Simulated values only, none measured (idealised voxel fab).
Module name: voxel double patterning (process module)
We display cut, a cross-section 155 nm in width whose square cells are each 5 nm.
A cross-section in this document is a grid of square cells, and it is written down as bands, the top band listed before the ones below it; a band is made up of one or more rows of cells. What a band's entry tells you: where the top is and where the bottom is, as heights in nm, and after that what lies inside, material by material from left to right, each with its width in nm. Empty space is written as the word "empty", and a single material marked with the word "all across" occupies the band from edge to edge. Zero point of the height axis is 0; under it, received wafer = one material. Lowest band: continues down indefinitely, "0 nm and below". So if you see something like "30..40" for the width, read it as the top row of the band sitting at the first number and the bottom row at the second, with every row in between moving by the same amount as the last. Reading "everything unchanged" for a step: not a cell of the cross-section changed in it. Reported under the label "Closed empty spaces" are the empty spaces having no open way to the top and comprising 8 cells or more; the notation for each is width x height at distance, in which the distance is measured from the left edge and all three values are in nm. Note: text after step settings on the step line = simulator remark on that step. The optional step-line setting "overlay nm" applies to steps with a mask and quantifies how far to the right of its planned location the mask lay, a negative value indicating leftward placement.

## Process steps foreseen in the plan
| 1 | RECEIVE with material Si |
| 2 | CONFORMAL_DEP with material SiO2, thk nm 10 |
| 3 | DIRECTIONAL_DEP with material polySi, thk nm 15 |
| 4 | DIRECTIONAL_DEP with material SiCN, thk nm 10 |
| 5 | MASKED_ETCH with tone open, mask id FIRST, width nm 15, pitch nm 50, etch materials SiCN, depth nm 10, overlay nm 0 |
| 6 | MASKED_ETCH with tone open, mask id SECOND, width nm 15, pitch nm 50, etch materials SiCN, depth nm 10, overlay nm 0 |
| 7 | DIRECTIONAL_ETCH with etch materials polySi, depth nm 15 |
| 8 | STRIP with etch materials SiCN |

## Here's what the wafer looked like in cross-section when it arrived - that's after step 1
    0 nm and below = Si all across
    Closed empty spaces: none

## First of two wafers, end-of-module section, run followed plan
    25 nm to 10 nm = polySi: 20; empty: 15; polySi: 10; empty: 15; polySi: 10; empty: 15; polySi: 10; empty: 15; polySi: 10; empty: 15; polySi: 20
    10 nm to 0 nm = SiO2 all across
    0 nm and below = Si all across
    Closed empty spaces: none

## What the second wafer looks like in cross-section once the module is done. Its start and its plan matched the first wafer's exactly; what differed was one mistake in how it was run
    25 nm to 10 nm = polySi: 20; empty: 15; polySi: 20; empty: 30; polySi: 20; empty: 30; polySi: 20
    10 nm to 0 nm = SiO2 all across
    0 nm and below = Si all across
    Closed empty spaces: none
Against the plan, the run slipped here: not per plan at step 6, really ran MASKED_ETCH with tone open, mask id SECOND, width nm 15, pitch nm 50, etch materials SiCN, depth nm 10, overlay nm 10
The two final wafers agree on how many cells each material fills and disagree on which cells those are.
